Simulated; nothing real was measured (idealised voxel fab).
Herein follows the process module entitled voxel transistor to metal.
Displayed cross-section: cut, width of 270 nm, square cells sized 5 nm.
A cross-section is written here as square cells arranged in a grid, and it is given in bands from the top down, each band taking up one or more rows of cells. First you get the band's top height and its bottom height, in nm, and then the materials it's made of, left to right, with each width in nm. If you see a single material with "full width", that one covers the band edge to edge. "empty" is empty space. Heights are expressed relative to 0, this being the level below which the as-received wafer comprises one material exclusively. The lowest band is unbounded in the downward direction and is denoted as in "0 nm and below". Note: "30..40" means the width goes from the first number (top row of the band) to the second number (bottom row) in equal steps per row of cells. It should be understood that the words "no alteration", when stated for a given step, signify that the cross-section underwent no change in any of its cells during that step. Listed in "Sealed void inventory": every empty space of 8 or more cells without an open way to the top. Form: width x height at distance, the distance being from the left edge, all in nm. What comes after the settings on a step's line is commentary from the simulator itself on that step. overlay nm: mask right of planned place by this much (step with mask). Neg. = left. Heads up before you read on: it's before/after pairs around one process step each, after side only down to the lowest band that changed, step plus settings under the pair. Pairs can be from different runs of this module, same starting wafer, so only chain a pair onto the one above if its "Status before step" entry says so.

## Status before step
40 nm to 25 nm: 55 nm empty  5 nm SiO2  25 nm SiCN  5 nm SiO2  90 nm empty  5 nm SiO2  25 nm SiCN  5 nm SiO2  55 nm empty
25 nm to 0 nm: 55 nm empty  5 nm SiO2  25 nm polySi  5 nm SiO2  90 nm empty  5 nm SiO2  25 nm polySi  5 nm SiO2  55 nm empty
0 nm to -5 nm: 20 nm empty  105 nm SiO2  20 nm empty  105 nm SiO2  20 nm empty
-5 nm to -10 nm: 15 nm SiO2  5 nm empty  10 nm SiO2  85 nm Si  10 nm SiO2  20 nm empty  10 nm SiO2  85 nm Si  10 nm SiO2  5 nm empty  15 nm SiO2
-10 nm to -20 nm: 30..25 nm SiO2  85..95 nm Si  40..30 nm SiO2  85..95 nm Si  30..25 nm SiO2
-20 nm and below: Si full width
Sealed void inventory: none

## Post-Step Appearance
45 nm to 40 nm: 50 nm empty  45 nm SiN  80 nm empty  45 nm SiN  50 nm empty
40 nm to 25 nm: 50 nm empty  5 nm SiN  5 nm SiO2  25 nm SiCN  5 nm SiO2  5 nm SiN  80 nm empty  5 nm SiN  5 nm SiO2  25 nm SiCN  5 nm SiO2  5 nm SiN  50 nm empty
25 nm to 5 nm: 50 nm empty  5 nm SiN  5 nm SiO2  25 nm polySi  5 nm SiO2  5 nm SiN  80 nm empty  5 nm SiN  5 nm SiO2  25 nm polySi  5 nm SiO2  5 nm SiN  50 nm empty
5 nm to 0 nm: 15 nm empty  40 nm SiN  5 nm SiO2  25 nm polySi  5 nm SiO2  40 nm SiN  10 nm empty  40 nm SiN  5 nm SiO2  25 nm polySi  5 nm SiO2  40 nm SiN  15 nm empty
0 nm to -5 nm: 20 nm SiN  105 nm SiO2  5 nm SiN  10 nm empty  5 nm SiN  105 nm SiO2  20 nm SiN
-5 nm to -10 nm: 15 nm SiO2  5 nm SiN  10 nm SiO2  85 nm Si  10 nm SiO2  20 nm SiN  10 nm SiO2  85 nm Si  10 nm SiO2  5 nm SiN  15 nm SiO2
For the remainder of the cross-section, below -10, there is no change.
Sealed void inventory: none
Which operation links the two cross-sections above? CONFORMAL_DEP (material SiN; thk nm 5)

Status before step: The initial state for this step is given by the after cross-section of the immediately preceding pair.

## Post-Step Appearance
40 nm to 25 nm: 50 nm empty  5 nm SiN  5 nm SiO2  25 nm SiCN  5 nm SiO2  5 nm SiN  80 nm empty  5 nm SiN  5 nm SiO2  25 nm SiCN  5 nm SiO2  5 nm SiN  50 nm empty
25 nm to 0 nm: 50 nm empty  5 nm SiN  5 nm SiO2  25 nm polySi  5 nm SiO2  5 nm SiN  80 nm empty  5 nm SiN  5 nm SiO2  25 nm polySi  5 nm SiO2  5 nm SiN  50 nm empty
0 nm to -5 nm: 15 nm empty  5 nm SiN  105 nm SiO2  5 nm SiN  10 nm empty  5 nm SiN  105 nm SiO2  5 nm SiN  15 nm empty
-5 nm to -10 nm: 15 nm SiO2  5 nm SiN  10 nm SiO2  85 nm Si  10 nm SiO2  5 nm SiN  10 nm empty  5 nm SiN  10 nm SiO2  85 nm Si  10 nm SiO2  5 nm SiN  15 nm SiO2
For the remainder of the cross-section, below -10, there is no change.
Sealed void inventory: none
Which operation links the two cross-sections above? DIRECTIONAL_ETCH (etch materials SiN; depth nm 5)

Status before step: The initial state for this step is given by the after cross-section of the immediately preceding pair.

## Post-Step Appearance
40 nm to 35 nm: 50 nm empty  5 nm SiN  5 nm empty  25 nm SiCN  5 nm empty  5 nm SiN  80 nm empty  5 nm SiN  5 nm empty  25 nm SiCN  5 nm empty  5 nm SiN  50 nm empty
35 nm to 25 nm: 50 nm empty  5 nm SiN  5 nm SiO2  25 nm SiCN  5 nm SiO2  5 nm SiN  80 nm empty  5 nm SiN  5 nm SiO2  25 nm SiCN  5 nm SiO2  5 nm SiN  50 nm empty
25 nm to 0 nm: 50 nm empty  5 nm SiN  5 nm SiO2  25 nm polySi  5 nm SiO2  5 nm SiN  80 nm empty  5 nm SiN  5 nm SiO2  25 nm polySi  5 nm SiO2  5 nm SiN  50 nm empty
0 nm to -5 nm: 15 nm empty  5 nm SiN  30 nm empty  45 nm SiO2  30 nm empty  5 nm SiN  10 nm empty  5 nm SiN  30 nm empty  45 nm SiO2  30 nm empty  5 nm SiN  15 nm empty
-5 nm to -10 nm: 15 nm empty  5 nm SiN  10 nm SiO2  85 nm Si  10 nm SiO2  5 nm SiN  10 nm empty  5 nm SiN  10 nm SiO2  85 nm Si  10 nm SiO2  5 nm SiN  15 nm empty
-10 nm to -15 nm: 30 nm SiO2  85 nm Si  15 nm SiO2  10 nm empty  15 nm SiO2  85 nm Si  30 nm SiO2
For the remainder of the cross-section, below -15, there is no change.
Sealed void inventory: none
Which operation links the two cross-sections above? DIRECTIONAL_ETCH (etch materials SiO2; depth nm 5)

Status before step: The initial state for this step is given by the after cross-section of the immediately preceding pair.

## Post-Step Appearance
40 nm to 35 nm: 50 nm empty  5 nm SiN  5 nm empty  25 nm SiCN  5 nm empty  5 nm SiN  80 nm empty  5 nm SiN  5 nm empty  25 nm SiCN  5 nm empty  5 nm SiN  50 nm empty
35 nm to 25 nm: 50 nm empty  5 nm SiN  5 nm SiO2  25 nm SiCN  5 nm SiO2  5 nm SiN  80 nm empty  5 nm SiN  5 nm SiO2  25 nm SiCN  5 nm SiO2  5 nm SiN  50 nm empty
25 nm to 0 nm: 50 nm empty  5 nm SiN  5 nm SiO2  25 nm polySi  5 nm SiO2  5 nm SiN  80 nm empty  5 nm SiN  5 nm SiO2  25 nm polySi  5 nm SiO2  5 nm SiN  50 nm empty
0 nm to -5 nm: 15 nm empty  5 nm SiN  30 nm empty  45 nm SiO2  30 nm empty  5 nm SiN  10 nm empty  5 nm SiN  30 nm empty  45 nm SiO2  30 nm empty  5 nm SiN  15 nm empty
-5 nm to -10 nm: 15 nm empty  5 nm SiN  10 nm SiO2  20 nm empty  45 nm Si  20 nm empty  10 nm SiO2  5 nm SiN  10 nm empty  5 nm SiN  10 nm SiO2  20 nm empty  45 nm Si  20 nm empty  10 nm SiO2  5 nm SiN  15 nm empty
-10 nm to -15 nm: 30 nm SiO2  20 nm empty  45 nm Si  20 nm empty  15 nm SiO2  10 nm empty  15 nm SiO2  20 nm empty  45 nm Si  20 nm empty  30 nm SiO2
For the remainder of the cross-section, below -15, there is no change.
Sealed void inventory: none
Which operation links the two cross-sections above? DIRECTIONAL_ETCH (etch materials Si; depth nm 10)

Status before step: The initial state for this step is given by the after cross-section of the immediately preceding pair.

## Post-Step Appearance
40 nm to 35 nm: 50 nm empty  5 nm SiN  5 nm empty  25 nm SiCN  5 nm empty  5 nm SiN  80 nm empty  5 nm SiN  5 nm empty  25 nm SiCN  5 nm empty  5 nm SiN  50 nm empty
35 nm to 25 nm: 50 nm empty  5 nm SiN  5 nm SiO2  25 nm SiCN  5 nm SiO2  5 nm SiN  80 nm empty  5 nm SiN  5 nm SiO2  25 nm SiCN  5 nm SiO2  5 nm SiN  50 nm empty
25 nm to 5 nm: 50 nm empty  5 nm SiN  5 nm SiO2  25 nm polySi  5 nm SiO2  5 nm SiN  80 nm empty  5 nm SiN  5 nm SiO2  25 nm polySi  5 nm SiO2  5 nm SiN  50 nm empty
5 nm to 0 nm: 40 nm empty  10 nm nSi  5 nm SiN  5 nm SiO2  25 nm polySi  5 nm SiO2  5 nm SiN  10 nm nSi  60 nm empty  10 nm nSi  5 nm SiN  5 nm SiO2  25 nm polySi  5 nm SiO2  5 nm SiN  10 nm nSi  40 nm empty
0 nm to -5 nm: 15 nm empty  5 nm SiN  20 nm empty  10 nm nSi  45 nm SiO2  10 nm nSi  20 nm empty  5 nm SiN  10 nm empty  5 nm SiN  20 nm empty  10 nm nSi  45 nm SiO2  10 nm nSi  20 nm empty  5 nm SiN  15 nm empty
-5 nm to -10 nm: 15 nm empty  5 nm SiN  10 nm SiO2  20 nm nSi  45 nm Si  20 nm nSi  10 nm SiO2  5 nm SiN  10 nm empty  5 nm SiN  10 nm SiO2  20 nm nSi  45 nm Si  20 nm nSi  10 nm SiO2  5 nm SiN  15 nm empty
-10 nm to -15 nm: 30 nm SiO2  20 nm nSi  45 nm Si  20 nm nSi  15 nm SiO2  10 nm empty  15 nm SiO2  20 nm nSi  45 nm Si  20 nm nSi  30 nm SiO2
For the remainder of the cross-section, below -15, there is no change.
Sealed void inventory: none
Which operation links the two cross-sections above? EPI (material nSi; thk nm 10)

Status before step: The initial state for this step is given by the after cross-section of the immediately preceding pair.

## Post-Step Appearance
50 nm to 40 nm: SiO2 full width
40 nm to 25 nm: 50 nm SiO2  5 nm SiN  5 nm SiO2  25 nm SiCN  5 nm SiO2  5 nm SiN  80 nm SiO2  5 nm SiN  5 nm SiO2  25 nm SiCN  5 nm SiO2  5 nm SiN  50 nm SiO2
25 nm to 5 nm: 50 nm SiO2  5 nm SiN  5 nm SiO2  25 nm polySi  5 nm SiO2  5 nm SiN  80 nm SiO2  5 nm SiN  5 nm SiO2  25 nm polySi  5 nm SiO2  5 nm SiN  50 nm SiO2
5 nm to 0 nm: 40 nm SiO2  10 nm nSi  5 nm SiN  5 nm SiO2  25 nm polySi  5 nm SiO2  5 nm SiN  10 nm nSi  60 nm SiO2  10 nm nSi  5 nm SiN  5 nm SiO2  25 nm polySi  5 nm SiO2  5 nm SiN  10 nm nSi  40 nm SiO2
0 nm to -5 nm: 15 nm SiO2  5 nm SiN  20 nm SiO2  10 nm nSi  45 nm SiO2  10 nm nSi  20 nm SiO2  5 nm SiN  10 nm SiO2  5 nm SiN  20 nm SiO2  10 nm nSi  45 nm SiO2  10 nm nSi  20 nm SiO2  5 nm SiN  15 nm SiO2
-5 nm to -10 nm: 15 nm SiO2  5 nm SiN  10 nm SiO2  20 nm nSi  45 nm Si  20 nm nSi  10 nm SiO2  5 nm SiN  10 nm SiO2  5 nm SiN  10 nm SiO2  20 nm nSi  45 nm Si  20 nm nSi  10 nm SiO2  5 nm SiN  15 nm SiO2
-10 nm to -15 nm: 30 nm SiO2  20 nm nSi  45 nm Si  20 nm nSi  40 nm SiO2  20 nm nSi  45 nm Si  20 nm nSi  30 nm SiO2
For the remainder of the cross-section, below -15, there is no change.
Sealed void inventory: none
Which operation links the two cross-sections above? FILL_DEP (material SiO2; thk nm 10)

Status before step: The initial state for this step is given by the after cross-section of the immediately preceding pair.

## Post-Step Appearance
40 nm to 25 nm: 50 nm SiO2  5 nm SiN  5 nm SiO2  25 nm SiCN  5 nm SiO2  5 nm SiN  80 nm SiO2  5 nm SiN  5 nm SiO2  25 nm SiCN  5 nm SiO2  5 nm SiN  50 nm SiO2
For the remainder of the cross-section, below 25, there is no change.
Sealed void inventory: none
Which operation links the two cross-sections above? CMP (height nm 40)

Status before step: The initial state for this step is given by the after cross-section of the immediately preceding pair.

## Post-Step Appearance
55 nm to 40 nm: SiO2 full width
For the remainder of the cross-section, below 40, there is no change.
Sealed void inventory: none
Which operation links the two cross-sections above? DIRECTIONAL_DEP (material SiO2; thk nm 15)

Status before step: The initial state for this step is given by the after cross-section of the immediately preceding pair.

## Post-Step Appearance
65 nm to 55 nm: aC full width
For the remainder of the cross-section, below 55, there is no change.
Sealed void inventory: none
Which operation links the two cross-sections above? DIRECTIONAL_DEP (material aC; thk nm 10)

Status before step: The initial state for this step is given by the after cross-section of the immediately preceding pair.

## Post-Step Appearance
95 nm to 65 nm: 30 nm resist  15 nm empty  55 nm resist  15 nm empty  40 nm resist  15 nm empty  55 nm resist  15 nm empty  30 nm resist
For the remainder of the cross-section, below 65, there is no change.
Sealed void inventory: none
Which operation links the two cross-sections above? PATTERN (tone open; mask id CONTACT; material resist; width nm 15; thk nm 30; overlay nm 0)

Status before step: The initial state for this step is given by the after cross-section of the immediately preceding pair.

## Post-Step Appearance
85 nm to 65 nm: 30 nm resist  15 nm empty  55 nm resist  15 nm empty  40 nm resist  15 nm empty  55 nm resist  15 nm empty  30 nm resist
65 nm to 55 nm: 30 nm aC  15 nm empty  55 nm aC  15 nm empty  40 nm aC  15 nm empty  55 nm aC  15 nm empty  30 nm aC
For the remainder of the cross-section, below 55, there is no change.
Sealed void inventory: none
Which operation links the two cross-sections above? DIRECTIONAL_ETCH (etch materials aC; depth nm 10)

Status before step: The initial state for this step is given by the after cross-section of the immediately preceding pair.

## Post-Step Appearance
65 nm to 55 nm: 30 nm aC  15 nm empty  55 nm aC  15 nm empty  40 nm aC  15 nm empty  55 nm aC  15 nm empty  30 nm aC
For the remainder of the cross-section, below 55, there is no change.
Sealed void inventory: none
Which operation links the two cross-sections above? STRIP (etch materials resist)

Status before step: The initial state for this step is given by the after cross-section of the immediately preceding pair.

## Post-Step Appearance
65 nm to 55 nm: 30 nm aC  15 nm empty  55 nm aC  15 nm empty  40 nm aC  15 nm empty  55 nm aC  15 nm empty  30 nm aC
55 nm to 40 nm: 30 nm SiO2  15 nm empty  55 nm SiO2  15 nm empty  40 nm SiO2  15 nm empty  55 nm SiO2  15 nm empty  30 nm SiO2
40 nm to 25 nm: 30 nm SiO2  15 nm empty  5 nm SiO2  5 nm SiN  5 nm SiO2  25 nm SiCN  5 nm SiO2  5 nm SiN  5 nm SiO2  15 nm empty  40 nm SiO2  15 nm empty  5 nm SiO2  5 nm SiN  5 nm SiO2  25 nm SiCN  5 nm SiO2  5 nm SiN  5 nm SiO2  15 nm empty  30 nm SiO2
25 nm to 5 nm: 30 nm SiO2  15 nm empty  5 nm SiO2  5 nm SiN  5 nm SiO2  25 nm polySi  5 nm SiO2  5 nm SiN  5 nm SiO2  15 nm empty  40 nm SiO2  15 nm empty  5 nm SiO2  5 nm SiN  5 nm SiO2  25 nm polySi  5 nm SiO2  5 nm SiN  5 nm SiO2  15 nm empty  30 nm SiO2
For the remainder of the cross-section, below 5, there is no change.
Sealed void inventory: none
Which operation links the two cross-sections above? DIRECTIONAL_ETCH (etch materials SiO2; depth nm 50)

Status before step: The initial state for this step is given by the after cross-section of the immediately preceding pair.

## Post-Step Appearance
55 nm to 40 nm: 30 nm SiO2  15 nm empty  55 nm SiO2  15 nm empty  40 nm SiO2  15 nm empty  55 nm SiO2  15 nm empty  30 nm SiO2
For the remainder of the cross-section, below 40, there is no change.
Sealed void inventory: none
Which operation links the two cross-sections above? STRIP (etch materials aC)

Status before step: The initial state for this step is given by the after cross-section of the immediately preceding pair.

## Post-Step Appearance
60 nm to 55 nm: 35 nm TiN  5 nm empty  65 nm TiN  5 nm empty  50 nm TiN  5 nm empty  65 nm TiN  5 nm empty  35 nm TiN
55 nm to 40 nm: 30 nm SiO2  5 nm TiN  5 nm empty  5 nm TiN  55 nm SiO2  5 nm TiN  5 nm empty  5 nm TiN  40 nm SiO2  5 nm TiN  5 nm empty  5 nm TiN  55 nm SiO2  5 nm TiN  5 nm empty  5 nm TiN  30 nm SiO2
40 nm to 25 nm: 30 nm SiO2  5 nm TiN  5 nm empty  5 nm TiN  5 nm SiO2  5 nm SiN  5 nm SiO2  25 nm SiCN  5 nm SiO2  5 nm SiN  5 nm SiO2  5 nm TiN  5 nm empty  5 nm TiN  40 nm SiO2  5 nm TiN  5 nm empty  5 nm TiN  5 nm SiO2  5 nm SiN  5 nm SiO2  25 nm SiCN  5 nm SiO2  5 nm SiN  5 nm SiO2  5 nm TiN  5 nm empty  5 nm TiN  30 nm SiO2
25 nm to 10 nm: 30 nm SiO2  5 nm TiN  5 nm empty  5 nm TiN  5 nm SiO2  5 nm SiN  5 nm SiO2  25 nm polySi  5 nm SiO2  5 nm SiN  5 nm SiO2  5 nm TiN  5 nm empty  5 nm TiN  40 nm SiO2  5 nm TiN  5 nm empty  5 nm TiN  5 nm SiO2  5 nm SiN  5 nm SiO2  25 nm polySi  5 nm SiO2  5 nm SiN  5 nm SiO2  5 nm TiN  5 nm empty  5 nm TiN  30 nm SiO2
10 nm to 5 nm: 30 nm SiO2  15 nm TiN  5 nm SiO2  5 nm SiN  5 nm SiO2  25 nm polySi  5 nm SiO2  5 nm SiN  5 nm SiO2  15 nm TiN  40 nm SiO2  15 nm TiN  5 nm SiO2  5 nm SiN  5 nm SiO2  25 nm polySi  5 nm SiO2  5 nm SiN  5 nm SiO2  15 nm TiN  30 nm SiO2
For the remainder of the cross-section, below 5, there is no change.
Sealed void inventory: none
Which operation links the two cross-sections above? CONFORMAL_DEP (material TiN; thk nm 5)

Status before step: The initial state for this step is given by the after cross-section of the immediately preceding pair.

## Post-Step Appearance
70 nm to 60 nm: W full width
60 nm to 55 nm: 35 nm TiN  5 nm W  65 nm TiN  5 nm W  50 nm TiN  5 nm W  65 nm TiN  5 nm W  35 nm TiN
55 nm to 40 nm: 30 nm SiO2  5 nm TiN  5 nm W  5 nm TiN  55 nm SiO2  5 nm TiN  5 nm W  5 nm TiN  40 nm SiO2  5 nm TiN  5 nm W  5 nm TiN  55 nm SiO2  5 nm TiN  5 nm W  5 nm TiN  30 nm SiO2
40 nm to 25 nm: 30 nm SiO2  5 nm TiN  5 nm W  5 nm TiN  5 nm SiO2  5 nm SiN  5 nm SiO2  25 nm SiCN  5 nm SiO2  5 nm SiN  5 nm SiO2  5 nm TiN  5 nm W  5 nm TiN  40 nm SiO2  5 nm TiN  5 nm W  5 nm TiN  5 nm SiO2  5 nm SiN  5 nm SiO2  25 nm SiCN  5 nm SiO2  5 nm SiN  5 nm SiO2  5 nm TiN  5 nm W  5 nm TiN  30 nm SiO2
25 nm to 10 nm: 30 nm SiO2  5 nm TiN  5 nm W  5 nm TiN  5 nm SiO2  5 nm SiN  5 nm SiO2  25 nm polySi  5 nm SiO2  5 nm SiN  5 nm SiO2  5 nm TiN  5 nm W  5 nm TiN  40 nm SiO2  5 nm TiN  5 nm W  5 nm TiN  5 nm SiO2  5 nm SiN  5 nm SiO2  25 nm polySi  5 nm SiO2  5 nm SiN  5 nm SiO2  5 nm TiN  5 nm W  5 nm TiN  30 nm SiO2
For the remainder of the cross-section, below 10, there is no change.
Sealed void inventory: none
Which operation links the two cross-sections above? FILL_DEP (material W; thk nm 10)

Status before step: The initial state for this step is given by the after cross-section of the immediately preceding pair.

## Post-Step Appearance
55 nm to 40 nm: 30 nm SiO2  5 nm TiN  5 nm W  5 nm TiN  55 nm SiO2  5 nm TiN  5 nm W  5 nm TiN  40 nm SiO2  5 nm TiN  5 nm W  5 nm TiN  55 nm SiO2  5 nm TiN  5 nm W  5 nm TiN  30 nm SiO2
For the remainder of the cross-section, below 40, there is no change.
Sealed void inventory: none
Which operation links the two cross-sections above? CMP (height nm 55)

Status before step: The initial state for this step is given by the after cross-section of the immediately preceding pair.

## Post-Step Appearance
60 nm to 55 nm: SiCN full width
For the remainder of the cross-section, below 55, there is no change.
Sealed void inventory: none
Which operation links the two cross-sections above? CONFORMAL_DEP (material SiCN; thk nm 5)

Status before step: The initial state for this step is given by the after cross-section of the immediately preceding pair.

## Post-Step Appearance
80 nm to 60 nm: SiO2 full width
For the remainder of the cross-section, below 60, there is no change.
Sealed void inventory: none
Which operation links the two cross-sections above? DIRECTIONAL_DEP (material SiO2; thk nm 20)

Status before step: The initial state for this step is given by the after cross-section of the immediately preceding pair.

## Post-Step Appearance
95 nm to 80 nm: aC full width
For the remainder of the cross-section, below 80, there is no change.
Sealed void inventory: none
Which operation links the two cross-sections above? DIRECTIONAL_DEP (material aC; thk nm 15)

Status before step: The initial state for this step is given by the after cross-section of the immediately preceding pair.

## Post-Step Appearance
125 nm to 95 nm: 30 nm resist  15 nm empty  55 nm resist  15 nm empty  40 nm resist  15 nm empty  55 nm resist  15 nm empty  30 nm resist
For the remainder of the cross-section, below 95, there is no change.
Sealed void inventory: none
Which operation links the two cross-sections above? PATTERN (tone open; mask id METAL_1; material resist; width nm 15; thk nm 30; overlay nm 0)

Status before step: The initial state for this step is given by the after cross-section of the immediately preceding pair.

## Post-Step Appearance
110 nm to 95 nm: 30 nm resist  15 nm empty  55 nm resist  15 nm empty  40 nm resist  15 nm empty  55 nm resist  15 nm empty  30 nm resist
95 nm to 80 nm: 30 nm aC  15 nm empty  55 nm aC  15 nm empty  40 nm aC  15 nm empty  55 nm aC  15 nm empty  30 nm aC
For the remainder of the cross-section, below 80, there is no change.
Sealed void inventory: none
Which operation links the two cross-sections above? DIRECTIONAL_ETCH (etch materials aC; depth nm 15)

Status before step: The initial state for this step is given by the after cross-section of the immediately preceding pair.

## Post-Step Appearance
95 nm to 80 nm: 30 nm aC  15 nm empty  55 nm aC  15 nm empty  40 nm aC  15 nm empty  55 nm aC  15 nm empty  30 nm aC
For the remainder of the cross-section, below 80, there is no change.
Sealed void inventory: none
Which operation links the two cross-sections above? STRIP (etch materials resist)

Status before step: The initial state for this step is given by the after cross-section of the immediately preceding pair.

## Post-Step Appearance
95 nm to 80 nm: 30 nm aC  15 nm empty  55 nm aC  15 nm empty  40 nm aC  15 nm empty  55 nm aC  15 nm empty  30 nm aC
80 nm to 60 nm: 30 nm SiO2  15 nm empty  55 nm SiO2  15 nm empty  40 nm SiO2  15 nm empty  55 nm SiO2  15 nm empty  30 nm SiO2
For the remainder of the cross-section, below 60, there is no change.
Sealed void inventory: none
Which operation links the two cross-sections above? DIRECTIONAL_ETCH (etch materials SiO2; depth nm 20)

Status before step: The initial state for this step is given by the after cross-section of the immediately preceding pair.

## Post-Step Appearance
95 nm to 80 nm: 30 nm aC  15 nm empty  55 nm aC  15 nm empty  40 nm aC  15 nm empty  55 nm aC  15 nm empty  30 nm aC
80 nm to 60 nm: 30 nm SiO2  15 nm empty  55 nm SiO2  15 nm empty  40 nm SiO2  15 nm empty  55 nm SiO2  15 nm empty  30 nm SiO2
60 nm to 55 nm: 30 nm SiCN  15 nm empty  55 nm SiCN  15 nm empty  40 nm SiCN  15 nm empty  55 nm SiCN  15 nm empty  30 nm SiCN
For the remainder of the cross-section, below 55, there is no change.
Sealed void inventory: none
Which operation links the two cross-sections above? DIRECTIONAL_ETCH (etch materials SiCN; depth nm 5)

Status before step: The initial state for this step is given by the after cross-section of the immediately preceding pair.

## Post-Step Appearance
80 nm to 60 nm: 30 nm SiO2  15 nm empty  55 nm SiO2  15 nm empty  40 nm SiO2  15 nm empty  55 nm SiO2  15 nm empty  30 nm SiO2
For the remainder of the cross-section, below 60, there is no change.
Sealed void inventory: none
Which operation links the two cross-sections above? STRIP (etch materials aC)

Status before step: The initial state for this step is given by the after cross-section of the immediately preceding pair.

## Post-Step Appearance
85 nm to 80 nm: 35 nm TiN  5 nm empty  65 nm TiN  5 nm empty  50 nm TiN  5 nm empty  65 nm TiN  5 nm empty  35 nm TiN
80 nm to 60 nm: 30 nm SiO2  5 nm TiN  5 nm empty  5 nm TiN  55 nm SiO2  5 nm TiN  5 nm empty  5 nm TiN  40 nm SiO2  5 nm TiN  5 nm empty  5 nm TiN  55 nm SiO2  5 nm TiN  5 nm empty  5 nm TiN  30 nm SiO2
60 nm to 55 nm: 30 nm SiCN  15 nm TiN  55 nm SiCN  15 nm TiN  40 nm SiCN  15 nm TiN  55 nm SiCN  15 nm TiN  30 nm SiCN
For the remainder of the cross-section, below 55, there is no change.
Sealed void inventory: none
Which operation links the two cross-sections above? CONFORMAL_DEP (material TiN; thk nm 5)

Status before step: The initial state for this step is given by the after cross-section of the immediately preceding pair.

## Post-Step Appearance
90 nm to 85 nm: Cu full width
85 nm to 80 nm: 35 nm TiN  5 nm Cu  65 nm TiN  5 nm Cu  50 nm TiN  5 nm Cu  65 nm TiN  5 nm Cu  35 nm TiN
80 nm to 60 nm: 30 nm SiO2  5 nm TiN  5 nm Cu  5 nm TiN  55 nm SiO2  5 nm TiN  5 nm Cu  5 nm TiN  40 nm SiO2  5 nm TiN  5 nm Cu  5 nm TiN  55 nm SiO2  5 nm TiN  5 nm Cu  5 nm TiN  30 nm SiO2
For the remainder of the cross-section, below 60, there is no change.
Sealed void inventory: none
Which operation links the two cross-sections above? FILL_DEP (material Cu; thk nm 5)

Status before step: The initial state for this step is given by the after cross-section of the immediately preceding pair.

## Post-Step Appearance
80 nm to 60 nm: 30 nm SiO2  5 nm TiN  5 nm Cu  5 nm TiN  55 nm SiO2  5 nm TiN  5 nm Cu  5 nm TiN  40 nm SiO2  5 nm TiN  5 nm Cu  5 nm TiN  55 nm SiO2  5 nm TiN  5 nm Cu  5 nm TiN  30 nm SiO2
For the remainder of the cross-section, below 60, there is no change.
Sealed void inventory: none
Which operation links the two cross-sections above? CMP (height nm 80)

Status before step: The initial state for this step is given by the after cross-section of the immediately preceding pair.

## Post-Step Appearance
85 nm to 80 nm: 25 nm empty  25 nm Ru  45 nm empty  25 nm Ru  30 nm empty  25 nm Ru  45 nm empty  25 nm Ru  25 nm empty
For the remainder of the cross-section, below 80, there is no change.
Sealed void inventory: none
Which operation links the two cross-sections above? EPI (material Ru; thk nm 5)

Status before step: The initial state for this step is given by the after cross-section of the immediately preceding pair.

## Post-Step Appearance
90 nm to 85 nm: SiCN full width
85 nm to 80 nm: 25 nm SiCN  25 nm Ru  45 nm SiCN  25 nm Ru  30 nm SiCN  25 nm Ru  45 nm SiCN  25 nm Ru  25 nm SiCN
For the remainder of the cross-section, below 80, there is no change.
Sealed void inventory: none
Which operation links the two cross-sections above? FILL_DEP (material SiCN; thk nm 5)

## Status before step
95 nm to 80 nm: aC full width
80 nm to 60 nm: SiO2 full width
60 nm to 55 nm: SiCN full width
55 nm to 40 nm: 30 nm SiO2  5 nm TiN  5 nm W  5 nm TiN  55 nm SiO2  5 nm TiN  5 nm W  5 nm TiN  40 nm SiO2  5 nm TiN  5 nm W  5 nm TiN  55 nm SiO2  5 nm TiN  5 nm W  5 nm TiN  30 nm SiO2
40 nm to 25 nm: 30 nm SiO2  5 nm TiN  5 nm W  5 nm TiN  5 nm SiO2  5 nm SiN  5 nm SiO2  25 nm SiCN  5 nm SiO2  5 nm SiN  5 nm SiO2  5 nm TiN  5 nm W  5 nm TiN  40 nm SiO2  5 nm TiN  5 nm W  5 nm TiN  5 nm SiO2  5 nm SiN  5 nm SiO2  25 nm SiCN  5 nm SiO2  5 nm SiN  5 nm SiO2  5 nm TiN  5 nm W  5 nm TiN  30 nm SiO2
25 nm to 10 nm: 30 nm SiO2  5 nm TiN  5 nm W  5 nm TiN  5 nm SiO2  5 nm SiN  5 nm SiO2  25 nm polySi  5 nm SiO2  5 nm SiN  5 nm SiO2  5 nm TiN  5 nm W  5 nm TiN  40 nm SiO2  5 nm TiN  5 nm W  5 nm TiN  5 nm SiO2  5 nm SiN  5 nm SiO2  25 nm polySi  5 nm SiO2  5 nm SiN  5 nm SiO2  5 nm TiN  5 nm W  5 nm TiN  30 nm SiO2
10 nm to 5 nm: 30 nm SiO2  15 nm TiN  5 nm SiO2  5 nm SiN  5 nm SiO2  25 nm polySi  5 nm SiO2  5 nm SiN  5 nm SiO2  15 nm TiN  40 nm SiO2  15 nm TiN  5 nm SiO2  5 nm SiN  5 nm SiO2  25 nm polySi  5 nm SiO2  5 nm SiN  5 nm SiO2  15 nm TiN  30 nm SiO2
5 nm to 0 nm: 25 nm SiO2  5 nm SiN  20 nm nSi  5 nm SiN  5 nm SiO2  25 nm polySi  5 nm SiO2  5 nm SiN  20 nm nSi  5 nm SiN  30 nm SiO2  5 nm SiN  20 nm nSi  5 nm SiN  5 nm SiO2  25 nm polySi  5 nm SiO2  5 nm SiN  20 nm nSi  5 nm SiN  25 nm SiO2
0 nm to -5 nm: 30 nm SiO2  20 nm nSi  45 nm SiO2  20 nm nSi  40 nm SiO2  20 nm nSi  45 nm SiO2  20 nm nSi  30 nm SiO2
-5 nm to -15 nm: 25 nm SiO2  5 nm Si  20 nm nSi  45 nm Si  20 nm nSi  5 nm Si  30 nm SiO2  5 nm Si  20 nm nSi  45 nm Si  20 nm nSi  5 nm Si  25 nm SiO2
-15 nm to -20 nm: 25 nm SiO2  95 nm Si  30 nm SiO2  95 nm Si  25 nm SiO2
-20 nm and below: Si full width
Sealed void inventory: none

## Post-Step Appearance
125 nm to 95 nm: 25 nm resist  25 nm empty  45 nm resist  25 nm empty  30 nm resist  25 nm empty  45 nm resist  25 nm empty  25 nm resist
For the remainder of the cross-section, below 95, there is no change.
Sealed void inventory: none
Which operation links the two cross-sections above? PATTERN (tone open; mask id METAL_1; material resist; width nm 25; thk nm 30; overlay nm 0)

Status before step: The initial state for this step is given by the after cross-section of the immediately preceding pair.

## Post-Step Appearance
110 nm to 95 nm: 25 nm resist  25 nm empty  45 nm resist  25 nm empty  30 nm resist  25 nm empty  45 nm resist  25 nm empty  25 nm resist
95 nm to 80 nm: 25 nm aC  25 nm empty  45 nm aC  25 nm empty  30 nm aC  25 nm empty  45 nm aC  25 nm empty  25 nm aC
For the remainder of the cross-section, below 80, there is no change.
Sealed void inventory: none
Which operation links the two cross-sections above? DIRECTIONAL_ETCH (etch materials aC; depth nm 15)

Status before step: The initial state for this step is given by the after cross-section of the immediately preceding pair.

## Post-Step Appearance
95 nm to 80 nm: 25 nm aC  25 nm empty  45 nm aC  25 nm empty  30 nm aC  25 nm empty  45 nm aC  25 nm empty  25 nm aC
For the remainder of the cross-section, below 80, there is no change.
Sealed void inventory: none
Which operation links the two cross-sections above? STRIP (etch materials resist)
